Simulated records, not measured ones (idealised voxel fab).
process module | voxel transistor to metal
cross-section cut | 185 nm wide | cells 5 nm
A cross-section is a grid of square cells, given in bands from the top down. A band is one or more rows of cells.
Each band's line starts with the height of the band's top and of its bottom, in nm. Then come its materials from left to right, each with its width in nm. One material with "throughout" fills the band from edge to edge. "air" is empty space.
Height 0 is the level under which the wafer as received is all one material. The lowest band goes on downwards, as in "0 down".
A width such as "30 to 40" changes by the same amount from each row of cells to the next, from the band's top row to its bottom row.
"no change" after a step means that no cell of the cross-section changed.
closed voids: empty space of 8 cells or more with no open way to the top, each as width x height at its distance from the left edge, in nm
after a step's settings: what the simulator itself notes on the step
overlay nm, on a step with a mask: how far to the right of its planned place the mask lay; to the left if negative
Each pair below shows a cross-section before one step and the cross-section after it, down to the lowest band that changed. The line under each pair gives the step between them, with its settings. The pairs can come from different runs of this module on the same starting wafer, so a pair continues from the pair above only where its "before" says so.
before
  0 down: Si throughout
  closed voids: none
after
  0 to -5: SiO2 throughout
  below -5: unchanged
  closed voids: none
the step between: op OXIDIZE | depth nm 5
before: the cross-section after the pair above
after
  10 to 0: SiN throughout
  below 0: unchanged
  closed voids: none
the step between: op CONFORMAL_DEP | material SiN | thk nm 10
before: the cross-section after the pair above
after
  10 to 0: air 35 | SiN 115 | air 35
  below 0: unchanged
  closed voids: none
the step between: op MASKED_ETCH | tone cover | mask id ACTIVE | width nm 115 | etch materials SiN | depth nm 10 | overlay nm 0
before: the cross-section after the pair above
after
  10 to 0: air 35 | SiN 115 | air 35
  0 to -5: air 35 | SiO2 115 | air 35
  below -5: unchanged
  closed voids: none
the step between: op MASKED_ETCH | tone cover | mask id ACTIVE | width nm 115 | etch materials SiO2 | depth nm 5 | overlay nm 0
before: the cross-section after the pair above
after
  10 to 0: air 35 | SiN 115 | air 35
  0 to -5: air 35 | SiO2 115 | air 35
  -5 to -25: air 35 | Si 115 | air 35
  below -25: unchanged
  closed voids: none
the step between: op MASKED_ETCH | tone cover | mask id ACTIVE | width nm 115 | etch materials Si | depth nm 20 | overlay nm 0
before: the cross-section after the pair above
after
  10 to 0: air 35 | SiN 115 | air 35
  0 to -5: air 35 | SiO2 115 | air 35
  -5 to -25: air 35 | SiO2 5 | Si 105 | SiO2 5 | air 35
  -25 to -30: SiO2 40 | Si 105 | SiO2 40
  below -30: unchanged
  closed voids: none
the step between: op OXIDIZE | depth nm 5
before: the cross-section after the pair above
after
  20 to 10: SiO2 throughout
  10 to 0: SiO2 35 | SiN 115 | SiO2 35
  0 to -5: SiO2 throughout
  -5 to -30: SiO2 40 | Si 105 | SiO2 40
  below -30: unchanged
  closed voids: none
the step between: op FILL_DEP | material SiO2 | thk nm 10
before: the cross-section after the pair above
after
  10 to 0: SiO2 35 | SiN 115 | SiO2 35
  below 0: unchanged
  closed voids: none
the step between: op CMP | height nm 10
before: the cross-section after the pair above
after
  10 to 0: air 35 | SiN 115 | air 35
  below 0: unchanged
  closed voids: none
the step between: op SELECTIVE_ETCH | etch materials SiO2 | depth nm 10
before: the cross-section after the pair above
after
  0 to -5: SiO2 throughout
  below -5: unchanged
  closed voids: none
the step between: op STRIP | etch materials SiN
before: the cross-section after the pair above
after
  -5 to -30: SiO2 40 | Si 105 | SiO2 40
  below -30: unchanged
  closed voids: none
the step between: op SELECTIVE_ETCH | etch materials SiO2 | depth nm 5
before: the cross-section after the pair above
after
  -5 to -10: SiO2 throughout
  below -10: unchanged
  closed voids: none
the step between: op OXIDIZE | depth nm 5
before: the cross-section after the pair above
after
  20 to -5: polySi throughout
  below -5: unchanged
  closed voids: none
the step between: op DIRECTIONAL_DEP | material polySi | thk nm 25
before: the cross-section after the pair above
after
  35 to 20: SiCN throughout
  below 20: unchanged
  closed voids: none
the step between: op DIRECTIONAL_DEP | material SiCN | thk nm 15
before: the cross-section after the pair above
after
  55 to 35: air 75 | resist 35 | air 75
  below 35: unchanged
  closed voids: none
the step between: op PATTERN | tone cover | mask id GATE | material resist | width nm 35 | thk nm 20 | overlay nm 0
before: the cross-section after the pair above
after
  55 to 35: air 75 | resist 35 | air 75
  35 to 20: air 75 | SiCN 35 | air 75
  below 20: unchanged
  closed voids: none
the step between: op DIRECTIONAL_ETCH | etch materials SiCN | depth nm 25
before: the cross-section after the pair above
after
  55 to 35: air 75 | resist 35 | air 75
  35 to 20: air 75 | SiCN 35 | air 75
  20 to -5: air 75 | polySi 35 | air 75
  below -5: unchanged
  closed voids: none
the step between: op DIRECTIONAL_ETCH | etch materials polySi | depth nm 35
before: the cross-section after the pair above
after
  35 to 20: air 75 | SiCN 35 | air 75
  below 20: unchanged
  closed voids: none
the step between: op STRIP | etch materials resist
before: the cross-section after the pair above
after
  45 to 35: air 65 | SiN 55 | air 65
  35 to 20: air 65 | SiN 10 | SiCN 35 | SiN 10 | air 65
  20 to 5: air 65 | SiN 10 | polySi 35 | SiN 10 | air 65
  5 to -5: SiN 75 | polySi 35 | SiN 75
  below -5: unchanged
  closed voids: none
the step between: op CONFORMAL_DEP | material SiN | thk nm 10
before: the cross-section after the pair above
after
  35 to 20: air 65 | SiN 10 | SiCN 35 | SiN 10 | air 65
  20 to -5: air 65 | SiN 10 | polySi 35 | SiN 10 | air 65
  below -5: unchanged
  closed voids: none
the step between: op DIRECTIONAL_ETCH | etch materials SiN | depth nm 10
before: the cross-section after the pair above
after
  35 to 20: air 65 | SiN 10 | SiCN 35 | SiN 10 | air 65
  20 to -5: air 65 | SiN 10 | polySi 35 | SiN 10 | air 65
  -5 to -10: air 65 | SiO2 55 | air 65
  below -10: unchanged
  closed voids: none
the step between: op DIRECTIONAL_ETCH | etch materials SiO2 | depth nm 5
before: the cross-section after the pair above
after
  35 to 20: air 65 | SiN 10 | SiCN 35 | SiN 10 | air 65
  20 to -5: air 65 | SiN 10 | polySi 35 | SiN 10 | air 65
  -5 to -10: air 65 | SiO2 55 | air 65
  -10 to -25: SiO2 40 | air 25 | Si 55 | air 25 | SiO2 40
  below -25: unchanged
  closed voids: none
the step between: op DIRECTIONAL_ETCH | etch materials Si | depth nm 15
before: the cross-section after the pair above
after
  35 to 20: air 65 | SiN 10 | SiCN 35 | SiN 10 | air 65
  20 to 10: air 65 | SiN 10 | polySi 35 | SiN 10 | air 65
  10 to -5: air 45 | SiGe 20 | SiN 10 | polySi 35 | SiN 10 | SiGe 20 | air 45
  -5 to -10: air 35 | SiGe 30 | SiO2 55 | SiGe 30 | air 35
  -10 to -25: SiO2 40 | SiGe 25 | Si 55 | SiGe 25 | SiO2 40
  below -25: unchanged
  closed voids: none
the step between: op EPI | material SiGe | thk nm 20
before: the cross-section after the pair above
after
  40 to 35: SiO2 throughout
  35 to 20: SiO2 65 | SiN 10 | SiCN 35 | SiN 10 | SiO2 65
  20 to 10: SiO2 65 | SiN 10 | polySi 35 | SiN 10 | SiO2 65
  10 to -5: SiO2 45 | SiGe 20 | SiN 10 | polySi 35 | SiN 10 | SiGe 20 | SiO2 45
  -5 to -10: SiO2 35 | SiGe 30 | SiO2 55 | SiGe 30 | SiO2 35
  below -10: unchanged
  closed voids: none
the step between: op FILL_DEP | material SiO2 | thk nm 5
before: the cross-section after the pair above
after
  20 to 10: SiO2 65 | SiN 10 | polySi 35 | SiN 10 | SiO2 65
  below 10: unchanged
  closed voids: none
the step between: op CMP | height nm 20
before: the cross-section after the pair above
after
  20 to 10: SiO2 65 | SiN 10 | air 35 | SiN 10 | SiO2 65
  10 to -5: SiO2 45 | SiGe 20 | SiN 10 | air 35 | SiN 10 | SiGe 20 | SiO2 45
  below -5: unchanged
  closed voids: none
the step between: op STRIP | etch materials polySi
before: the cross-section after the pair above
after
  20 to 15: air 65 | SiN 10 | air 35 | SiN 10 | air 65
  15 to 10: SiO2 65 | SiN 10 | air 35 | SiN 10 | SiO2 65
  10 to -5: SiO2 45 | SiGe 20 | SiN 10 | air 35 | SiN 10 | SiGe 20 | SiO2 45
  -5 to -10: SiO2 35 | SiGe 30 | SiO2 5 | air 45 | SiO2 5 | SiGe 30 | SiO2 35
  below -10: unchanged
  closed voids: none
the step between: op SELECTIVE_ETCH | etch materials SiO2 | depth nm 5
before: the cross-section after the pair above
after
  25 to 20: air 60 | HfO2 20 | air 25 | HfO2 20 | air 60
  20 to 15: HfO2 65 | SiN 10 | HfO2 5 | air 25 | HfO2 5 | SiN 10 | HfO2 65
  15 to 10: SiO2 65 | SiN 10 | HfO2 5 | air 25 | HfO2 5 | SiN 10 | SiO2 65
  10 to -5: SiO2 45 | SiGe 20 | SiN 10 | HfO2 5 | air 25 | HfO2 5 | SiN 10 | SiGe 20 | SiO2 45
  -5 to -10: SiO2 35 | SiGe 30 | SiO2 5 | HfO2 45 | SiO2 5 | SiGe 30 | SiO2 35
  below -10: unchanged
  closed voids: none
the step between: op CONFORMAL_DEP | material HfO2 | thk nm 5
before: the cross-section after the pair above
after
  30 to 25: air 55 | TiN 30 | air 15 | TiN 30 | air 55
  25 to 20: TiN 60 | HfO2 20 | TiN 5 | air 15 | TiN 5 | HfO2 20 | TiN 60
  20 to 15: HfO2 65 | SiN 10 | HfO2 5 | TiN 5 | air 15 | TiN 5 | HfO2 5 | SiN 10 | HfO2 65
  15 to 10: SiO2 65 | SiN 10 | HfO2 5 | TiN 5 | air 15 | TiN 5 | HfO2 5 | SiN 10 | SiO2 65
  10 to 0: SiO2 45 | SiGe 20 | SiN 10 | HfO2 5 | TiN 5 | air 15 | TiN 5 | HfO2 5 | SiN 10 | SiGe 20 | SiO2 45
  0 to -5: SiO2 45 | SiGe 20 | SiN 10 | HfO2 5 | TiN 25 | HfO2 5 | SiN 10 | SiGe 20 | SiO2 45
  below -5: unchanged
  closed voids: none
the step between: op CONFORMAL_DEP | material TiN | thk nm 5
before: the cross-section after the pair above
after
  40 to 30: W throughout
  30 to 25: W 55 | TiN 30 | W 15 | TiN 30 | W 55
  25 to 20: TiN 60 | HfO2 20 | TiN 5 | W 15 | TiN 5 | HfO2 20 | TiN 60
  20 to 15: HfO2 65 | SiN 10 | HfO2 5 | TiN 5 | W 15 | TiN 5 | HfO2 5 | SiN 10 | HfO2 65
  15 to 10: SiO2 65 | SiN 10 | HfO2 5 | TiN 5 | W 15 | TiN 5 | HfO2 5 | SiN 10 | SiO2 65
  10 to 0: SiO2 45 | SiGe 20 | SiN 10 | HfO2 5 | TiN 5 | W 15 | TiN 5 | HfO2 5 | SiN 10 | SiGe 20 | SiO2 45
  below 0: unchanged
  closed voids: none
the step between: op FILL_DEP | material W | thk nm 10
before: the cross-section after the pair above
after
  15 to 10: SiO2 65 | SiN 10 | HfO2 5 | TiN 5 | W 15 | TiN 5 | HfO2 5 | SiN 10 | SiO2 65
  below 10: unchanged
  closed voids: none
the step between: op CMP | height nm 15
before: the cross-section after the pair above
after
  25 to 15: SiO2 throughout
  below 15: unchanged
  closed voids: none
the step between: op DIRECTIONAL_DEP | material SiO2 | thk nm 10
before: the cross-section after the pair above
after
  45 to 25: resist 40 | air 20 | resist 65 | air 20 | resist 40
  below 25: unchanged
  closed voids: none
the step between: op PATTERN | tone open | mask id CONTACT | material resist | width nm 20 | pitch nm 85 | thk nm 20 | overlay nm 0
before: the cross-section after the pair above
after
  45 to 25: resist 40 | air 20 | resist 65 | air 20 | resist 40
  25 to 15: SiO2 40 | air 20 | SiO2 65 | air 20 | SiO2 40
  15 to 10: SiO2 40 | air 20 | SiO2 5 | SiN 10 | HfO2 5 | TiN 5 | W 15 | TiN 5 | HfO2 5 | SiN 10 | SiO2 5 | air 20 | SiO2 40
  10 to 0: SiO2 40 | air 5 | SiGe 20 | SiN 10 | HfO2 5 | TiN 5 | W 15 | TiN 5 | HfO2 5 | SiN 10 | SiGe 20 | air 5 | SiO2 40
  0 to -5: SiO2 40 | air 5 | SiGe 20 | SiN 10 | HfO2 5 | TiN 25 | HfO2 5 | SiN 10 | SiGe 20 | air 5 | SiO2 40
  below -5: unchanged
  closed voids: none
the step between: op DIRECTIONAL_ETCH | etch materials SiO2 | depth nm 30
before: the cross-section after the pair above
after
  25 to 15: SiO2 40 | air 20 | SiO2 65 | air 20 | SiO2 40
  below 15: unchanged
  closed voids: none
the step between: op STRIP | etch materials resist
before: the cross-section after the pair above
after
  30 to 25: TiN 45 | air 10 | TiN 75 | air 10 | TiN 45
  25 to 15: SiO2 40 | TiN 5 | air 10 | TiN 5 | SiO2 65 | TiN 5 | air 10 | TiN 5 | SiO2 40
  15 to 10: SiO2 40 | TiN 20 | SiO2 5 | SiN 10 | HfO2 5 | TiN 5 | W 15 | TiN 5 | HfO2 5 | SiN 10 | SiO2 5 | TiN 20 | SiO2 40
  10 to 0: SiO2 40 | TiN 5 | SiGe 20 | SiN 10 | HfO2 5 | TiN 5 | W 15 | TiN 5 | HfO2 5 | SiN 10 | SiGe 20 | TiN 5 | SiO2 40
  0 to -5: SiO2 40 | TiN 5 | SiGe 20 | SiN 10 | HfO2 5 | TiN 25 | HfO2 5 | SiN 10 | SiGe 20 | TiN 5 | SiO2 40
  below -5: unchanged
  closed voids: none
the step between: op CONFORMAL_DEP | material TiN | thk nm 5
before: the cross-section after the pair above
after
  40 to 30: W throughout
  30 to 25: TiN 45 | W 10 | TiN 75 | W 10 | TiN 45
  25 to 15: SiO2 40 | TiN 5 | W 10 | TiN 5 | SiO2 65 | TiN 5 | W 10 | TiN 5 | SiO2 40
  below 15: unchanged
  closed voids: none
the step between: op FILL_DEP | material W | thk nm 10
before: the cross-section after the pair above
after
  25 to 15: SiO2 40 | TiN 5 | W 10 | TiN 5 | SiO2 65 | TiN 5 | W 10 | TiN 5 | SiO2 40
  below 15: unchanged
  closed voids: none
the step between: op CMP | height nm 25
before: the cross-section after the pair above
after
  30 to 25: TiN throughout
  below 25: unchanged
  closed voids: none
the step between: op DIRECTIONAL_DEP | material TiN | thk nm 5
before: the cross-section after the pair above
after
  45 to 30: Ru throughout
  below 30: unchanged
  closed voids: none
the step between: op DIRECTIONAL_DEP | material Ru | thk nm 15
before: the cross-section after the pair above
after
  60 to 45: air 40 | resist 20 | air 65 | resist 20 | air 40
  below 45: unchanged
  closed voids: none
the step between: op PATTERN | tone cover | mask id METAL_1 | material resist | width nm 20 | pitch nm 85 | thk nm 15 | overlay nm 0
before: the cross-section after the pair above
after
  60 to 45: air 40 | resist 20 | air 65 | resist 20 | air 40
  45 to 30: air 40 | Ru 20 | air 65 | Ru 20 | air 40
  below 30: unchanged
  closed voids: none
the step between: op DIRECTIONAL_ETCH | etch materials Ru | depth nm 15
before: the cross-section after the pair above
after
  60 to 45: air 40 | resist 20 | air 65 | resist 20 | air 40
  45 to 30: air 40 | Ru 20 | air 65 | Ru 20 | air 40
  30 to 25: air 40 | TiN 20 | air 65 | TiN 20 | air 40
  below 25: unchanged
  closed voids: none
the step between: op DIRECTIONAL_ETCH | etch materials TiN | depth nm 5
before: the cross-section after the pair above
after
  45 to 30: air 40 | Ru 20 | air 65 | Ru 20 | air 40
  below 30: unchanged
  closed voids: none
the step between: op STRIP | etch materials resist
before: the cross-section after the pair above
after
  50 to 45: air 35 | SiCN 30 | air 55 | SiCN 30 | air 35
  45 to 30: air 35 | SiCN 5 | Ru 20 | SiCN 5 | air 55 | SiCN 5 | Ru 20 | SiCN 5 | air 35
  30 to 25: SiCN 40 | TiN 20 | SiCN 65 | TiN 20 | SiCN 40
  below 25: unchanged
  closed voids: none
the step between: op CONFORMAL_DEP | material SiCN | thk nm 5
before: the cross-section after the pair above
after
  55 to 50: lowk throughout
  50 to 45: lowk 35 | SiCN 30 | lowk 55 | SiCN 30 | lowk 35
  45 to 30: lowk 35 | SiCN 5 | Ru 20 | SiCN 5 | lowk 55 | SiCN 5 | Ru 20 | SiCN 5 | lowk 35
  below 30: unchanged
  closed voids: none
the step between: op FILL_DEP | material lowk | thk nm 5
before: the cross-section after the pair above
after
  45 to 30: lowk 35 | SiCN 5 | Ru 20 | SiCN 5 | lowk 55 | SiCN 5 | Ru 20 | SiCN 5 | lowk 35
  below 30: unchanged
  closed voids: none
the step between: op CMP | height nm 45
before: the cross-section after the pair above
after
  50 to 45: SiCN throughout
  below 45: unchanged
  closed voids: none
the step between: op CONFORMAL_DEP | material SiCN | thk nm 5
before: the cross-section after the pair above
after
  85 to 50: lowk throughout
  below 50: unchanged
  closed voids: none
the step between: op DIRECTIONAL_DEP | material lowk | thk nm 35
before: the cross-section after the pair above
after
  85 to 50: lowk 40 | air 15 | lowk 70 | air 15 | lowk 45
  below 50: unchanged
  closed voids: none
the step between: op MASKED_ETCH | tone open | mask id METAL_2_HOLES | width nm 15 | pitch nm 85 | etch materials lowk | depth nm 35 | overlay nm 0
before: the cross-section after the pair above
after
  100 to 85: resist 40 | air 20 | resist 65 | air 20 | resist 40
  below 85: unchanged
  closed voids: none
the step between: op PATTERN | tone open | mask id METAL_2 | material resist | width nm 20 | pitch nm 85 | thk nm 15 | overlay nm 0
before: the cross-section after the pair above
after
  100 to 85: resist 40 | air 20 | resist 65 | air 20 | resist 40
  85 to 65: lowk 40 | air 20 | lowk 65 | air 20 | lowk 40
  below 65: unchanged
  closed voids: none
the step between: op DIRECTIONAL_ETCH | etch materials lowk | depth nm 20
before: the cross-section after the pair above
after
  100 to 85: resist 40 | air 20 | resist 65 | air 20 | resist 40
  85 to 65: lowk 40 | air 20 | lowk 65 | air 20 | lowk 40
  65 to 50: lowk 40 | air 15 | lowk 70 | air 15 | lowk 45
  50 to 45: SiCN 40 | air 15 | SiCN 70 | air 15 | SiCN 45
  below 45: unchanged
  closed voids: none
the step between: op DIRECTIONAL_ETCH | etch materials SiCN | depth nm 5
before: the cross-section after the pair above
after
  85 to 65: lowk 40 | air 20 | lowk 65 | air 20 | lowk 40
  below 65: unchanged
  closed voids: none
the step between: op STRIP | etch materials resist
before: the cross-section after the pair above
after
  90 to 85: TiN 45 | air 10 | TiN 75 | air 10 | TiN 45
  85 to 70: lowk 40 | TiN 5 | air 10 | TiN 5 | lowk 65 | TiN 5 | air 10 | TiN 5 | lowk 40
  70 to 65: lowk 40 | TiN 5 | air 5 | TiN 10 | lowk 65 | TiN 5 | air 5 | TiN 10 | lowk 40
  65 to 50: lowk 40 | TiN 5 | air 5 | TiN 5 | lowk 70 | TiN 5 | air 5 | TiN 5 | lowk 45
  50 to 45: SiCN 40 | TiN 15 | SiCN 70 | TiN 15 | SiCN 45
  below 45: unchanged
  closed voids: none
the step between: op CONFORMAL_DEP | material TiN | thk nm 5
before: the cross-section after the pair above
after
  95 to 90: Cu throughout
  90 to 85: TiN 45 | Cu 10 | TiN 75 | Cu 10 | TiN 45
  85 to 70: lowk 40 | TiN 5 | Cu 10 | TiN 5 | lowk 65 | TiN 5 | Cu 10 | TiN 5 | lowk 40
  70 to 65: lowk 40 | TiN 5 | Cu 5 | TiN 10 | lowk 65 | TiN 5 | Cu 5 | TiN 10 | lowk 40
  65 to 50: lowk 40 | TiN 5 | Cu 5 | TiN 5 | lowk 70 | TiN 5 | Cu 5 | TiN 5 | lowk 45
  below 50: unchanged
  closed voids: none
the step between: op FILL_DEP | material Cu | thk nm 5
before: the cross-section after the pair above
after
  85 to 70: lowk 40 | TiN 5 | Cu 10 | TiN 5 | lowk 65 | TiN 5 | Cu 10 | TiN 5 | lowk 40
  below 70: unchanged
  closed voids: none
the step between: op CMP | height nm 85
before: the cross-section after the pair above
after
  90 to 85: SiCN throughout
  below 85: unchanged
  closed voids: none
the step between: op CONFORMAL_DEP | material SiCN | thk nm 5
before
  40 to 30: W throughout
  30 to 25: TiN 45 | W 10 | TiN 75 | W 10 | TiN 45
  25 to 15: SiO2 40 | TiN 5 | W 10 | TiN 5 | SiO2 65 | TiN 5 | W 10 | TiN 5 | SiO2 40
  15 to 10: SiO2 40 | TiN 20 | SiO2 5 | SiN 10 | HfO2 5 | TiN 5 | W 15 | TiN 5 | HfO2 5 | SiN 10 | SiO2 5 | TiN 20 | SiO2 40
  10 to 0: SiO2 40 | TiN 5 | SiGe 20 | SiN 10 | HfO2 5 | TiN 5 | W 15 | TiN 5 | HfO2 5 | SiN 10 | SiGe 20 | TiN 5 | SiO2 40
  0 to -5: SiO2 40 | TiN 5 | SiGe 20 | SiN 10 | HfO2 5 | TiN 25 | HfO2 5 | SiN 10 | SiGe 20 | TiN 5 | SiO2 40
  -5 to -10: SiO2 35 | SiGe 30 | SiO2 5 | HfO2 45 | SiO2 5 | SiGe 30 | SiO2 35
  -10 to -25: SiO2 40 | SiGe 25 | Si 55 | SiGe 25 | SiO2 40
  -25 to -30: SiO2 40 | Si 105 | SiO2 40
  -30 down: Si throughout
  closed voids: none
after
  45 to 40: TiN throughout
  below 40: unchanged
  closed voids: none
the step between: op DIRECTIONAL_DEP | material TiN | thk nm 5
before: the cross-section after the pair above
after
  60 to 45: Ru throughout
  below 45: unchanged
  closed voids: none
the step between: op DIRECTIONAL_DEP | material Ru | thk nm 15
before: the cross-section after the pair above
after
  75 to 60: air 40 | resist 20 | air 65 | resist 20 | air 40
  below 60: unchanged
  closed voids: none
the step between: op PATTERN | tone cover | mask id METAL_1 | material resist | width nm 20 | pitch nm 85 | thk nm 15 | overlay nm 0
before: the cross-section after the pair above
after
  75 to 60: air 40 | resist 20 | air 65 | resist 20 | air 40
  60 to 45: air 40 | Ru 20 | air 65 | Ru 20 | air 40
  below 45: unchanged
  closed voids: none
the step between: op DIRECTIONAL_ETCH | etch materials Ru | depth nm 15
before: the cross-section after the pair above
after
  75 to 60: air 40 | resist 20 | air 65 | resist 20 | air 40
  60 to 45: air 40 | Ru 20 | air 65 | Ru 20 | air 40
  45 to 40: air 40 | TiN 20 | air 65 | TiN 20 | air 40
  below 40: unchanged
  closed voids: none
the step between: op DIRECTIONAL_ETCH | etch materials TiN | depth nm 5
before: the cross-section after the pair above
after
  60 to 45: air 40 | Ru 20 | air 65 | Ru 20 | air 40
  below 45: unchanged
  closed voids: none
the step between: op STRIP | etch materials resist
before: the cross-section after the pair above
after
  65 to 60: air 35 | SiCN 30 | air 55 | SiCN 30 | air 35
  60 to 45: air 35 | SiCN 5 | Ru 20 | SiCN 5 | air 55 | SiCN 5 | Ru 20 | SiCN 5 | air 35
  45 to 40: SiCN 40 | TiN 20 | SiCN 65 | TiN 20 | SiCN 40
  below 40: unchanged
  closed voids: none
the step between: op CONFORMAL_DEP | material SiCN | thk nm 5
before: the cross-section after the pair above
after
  70 to 65: lowk throughout
  65 to 60: lowk 35 | SiCN 30 | lowk 55 | SiCN 30 | lowk 35
  60 to 45: lowk 35 | SiCN 5 | Ru 20 | SiCN 5 | lowk 55 | SiCN 5 | Ru 20 | SiCN 5 | lowk 35
  below 45: unchanged
  closed voids: none
the step between: op FILL_DEP | material lowk | thk nm 5
before: the cross-section after the pair above
after
  45 to 40: SiCN 40 | TiN 20 | SiCN 65 | TiN 20 | SiCN 40
  below 40: unchanged
  closed voids: none
the step between: op CMP | height nm 45
before: the cross-section after the pair above
after
  50 to 45: SiCN throughout
  below 45: unchanged
  closed voids: none
the step between: op CONFORMAL_DEP | material SiCN | thk nm 5
before: the cross-section after the pair above
after
  85 to 50: lowk throughout
  below 50: unchanged
  closed voids: none
the step between: op DIRECTIONAL_DEP | material lowk | thk nm 35
before: the cross-section after the pair above
after
  85 to 50: lowk 40 | air 15 | lowk 70 | air 15 | lowk 45
  below 50: unchanged
  closed voids: none
the step between: op MASKED_ETCH | tone open | mask id METAL_2_HOLES | width nm 15 | pitch nm 85 | etch materials lowk | depth nm 35 | overlay nm 0
before: the cross-section after the pair above
after
  100 to 85: resist 40 | air 20 | resist 65 | air 20 | resist 40
  below 85: unchanged
  closed voids: none
the step between: op PATTERN | tone open | mask id METAL_2 | material resist | width nm 20 | pitch nm 85 | thk nm 15 | overlay nm 0
before: the cross-section after the pair above
after
  100 to 85: resist 40 | air 20 | resist 65 | air 20 | resist 40
  85 to 65: lowk 40 | air 20 | lowk 65 | air 20 | lowk 40
  below 65: unchanged
  closed voids: none
the step between: op DIRECTIONAL_ETCH | etch materials lowk | depth nm 20
before: the cross-section after the pair above
after
  100 to 85: resist 40 | air 20 | resist 65 | air 20 | resist 40
  85 to 65: lowk 40 | air 20 | lowk 65 | air 20 | lowk 40
  65 to 50: lowk 40 | air 15 | lowk 70 | air 15 | lowk 45
  50 to 45: SiCN 40 | air 15 | SiCN 70 | air 15 | SiCN 45
  below 45: unchanged
  closed voids: none
the step between: op DIRECTIONAL_ETCH | etch materials SiCN | depth nm 5
before: the cross-section after the pair above
after
  85 to 65: lowk 40 | air 20 | lowk 65 | air 20 | lowk 40
  below 65: unchanged
  closed voids: none
the step between: op STRIP | etch materials resist
before: the cross-section after the pair above
after
  90 to 85: TiN 45 | air 10 | TiN 75 | air 10 | TiN 45
  85 to 70: lowk 40 | TiN 5 | air 10 | TiN 5 | lowk 65 | TiN 5 | air 10 | TiN 5 | lowk 40
  70 to 65: lowk 40 | TiN 5 | air 5 | TiN 10 | lowk 65 | TiN 5 | air 5 | TiN 10 | lowk 40
  65 to 50: lowk 40 | TiN 5 | air 5 | TiN 5 | lowk 70 | TiN 5 | air 5 | TiN 5 | lowk 45
  50 to 40: SiCN 40 | TiN 15 to 20 | SiCN 70 to 65 | TiN 15 to 20 | SiCN 45 to 40
  below 40: unchanged
  closed voids: none
the step between: op CONFORMAL_DEP | material TiN | thk nm 5
before: the cross-section after the pair above
after
  95 to 90: Cu throughout
  90 to 85: TiN 45 | Cu 10 | TiN 75 | Cu 10 | TiN 45
  85 to 70: lowk 40 | TiN 5 | Cu 10 | TiN 5 | lowk 65 | TiN 5 | Cu 10 | TiN 5 | lowk 40
  70 to 65: lowk 40 | TiN 5 | Cu 5 | TiN 10 | lowk 65 | TiN 5 | Cu 5 | TiN 10 | lowk 40
  65 to 50: lowk 40 | TiN 5 | Cu 5 | TiN 5 | lowk 70 | TiN 5 | Cu 5 | TiN 5 | lowk 45
  below 50: unchanged
  closed voids: none
the step between: op FILL_DEP | material Cu | thk nm 5
before: the cross-section after the pair above
after
  85 to 70: lowk 40 | TiN 5 | Cu 10 | TiN 5 | lowk 65 | TiN 5 | Cu 10 | TiN 5 | lowk 40
  below 70: unchanged
  closed voids: none
the step between: op CMP | height nm 85
before: the cross-section after the pair above
after
  90 to 85: SiCN throughout
  below 85: unchanged
  closed voids: none
the step between: op CONFORMAL_DEP | material SiCN | thk nm 5
before
  35 to 20: air 65 | SiN 10 | SiCN 35 | SiN 10 | air 65
  20 to 10: air 65 | SiN 10 | polySi 35 | SiN 10 | air 65
  10 to -5: air 45 | SiGe 20 | SiN 10 | polySi 35 | SiN 10 | SiGe 20 | air 45
  -5 to -10: air 35 | SiGe 30 | SiO2 55 | SiGe 30 | air 35
  -10 to -25: SiO2 40 | SiGe 25 | Si 55 | SiGe 25 | SiO2 40
  -25 to -30: SiO2 40 | Si 105 | SiO2 40
  -30 down: Si throughout
  closed voids: none
after
  35 to 30: air 65 | SiN 10 | SiCN 35 | SiN 10 | air 65
  30 to 20: air 25 | SiGe 40 | SiN 10 | SiCN 35 | SiN 10 | SiGe 40 | air 25
  20 to 15: air 25 | SiGe 40 | SiN 10 | polySi 35 | SiN 10 | SiGe 40 | air 25
  15 to -5: air 15 | SiGe 50 | SiN 10 | polySi 35 | SiN 10 | SiGe 50 | air 15
  -5 to -10: air 15 | SiGe 50 | SiO2 55 | SiGe 50 | air 15
  below -10: unchanged
  closed voids: none
the step between: op EPI | material SiGe | thk nm 20
before: the cross-section after the pair above
after
  40 to 35: SiO2 throughout
  35 to 30: SiO2 65 | SiN 10 | SiCN 35 | SiN 10 | SiO2 65
  30 to 20: SiO2 25 | SiGe 40 | SiN 10 | SiCN 35 | SiN 10 | SiGe 40 | SiO2 25
  20 to 15: SiO2 25 | SiGe 40 | SiN 10 | polySi 35 | SiN 10 | SiGe 40 | SiO2 25
  15 to -5: SiO2 15 | SiGe 50 | SiN 10 | polySi 35 | SiN 10 | SiGe 50 | SiO2 15
  -5 to -10: SiO2 15 | SiGe 50 | SiO2 55 | SiGe 50 | SiO2 15
  below -10: unchanged
  closed voids: none
the step between: op FILL_DEP | material SiO2 | thk nm 5
before: the cross-section after the pair above
after
  20 to 15: SiO2 25 | SiGe 40 | SiN 10 | polySi 35 | SiN 10 | SiGe 40 | SiO2 25
  below 15: unchanged
  closed voids: none
the step between: op CMP | height nm 20
before: the cross-section after the pair above
after
  20 to 15: SiO2 25 | SiGe 40 | SiN 10 | air 35 | SiN 10 | SiGe 40 | SiO2 25
  15 to -5: SiO2 15 | SiGe 50 | SiN 10 | air 35 | SiN 10 | SiGe 50 | SiO2 15
  below -5: unchanged
  closed voids: none
the step between: op STRIP | etch materials polySi
before: the cross-section after the pair above
after
  20 to 15: air 25 | SiGe 40 | SiN 10 | air 35 | SiN 10 | SiGe 40 | air 25
  15 to -5: SiO2 15 | SiGe 50 | SiN 10 | air 35 | SiN 10 | SiGe 50 | SiO2 15
  -5 to -10: SiO2 15 | SiGe 50 | SiO2 5 | air 45 | SiO2 5 | SiGe 50 | SiO2 15
  below -10: unchanged
  closed voids: none
the step between: op SELECTIVE_ETCH | etch materials SiO2 | depth nm 5
before: the cross-section after the pair above
after
  25 to 20: air 20 | HfO2 60 | air 25 | HfO2 60 | air 20
  20 to 15: HfO2 25 | SiGe 40 | SiN 10 | HfO2 5 | air 25 | HfO2 5 | SiN 10 | SiGe 40 | HfO2 25
  15 to -5: SiO2 15 | SiGe 50 | SiN 10 | HfO2 5 | air 25 | HfO2 5 | SiN 10 | SiGe 50 | SiO2 15
  -5 to -10: SiO2 15 | SiGe 50 | SiO2 5 | HfO2 45 | SiO2 5 | SiGe 50 | SiO2 15
  below -10: unchanged
  closed voids: none
the step between: op CONFORMAL_DEP | material HfO2 | thk nm 5
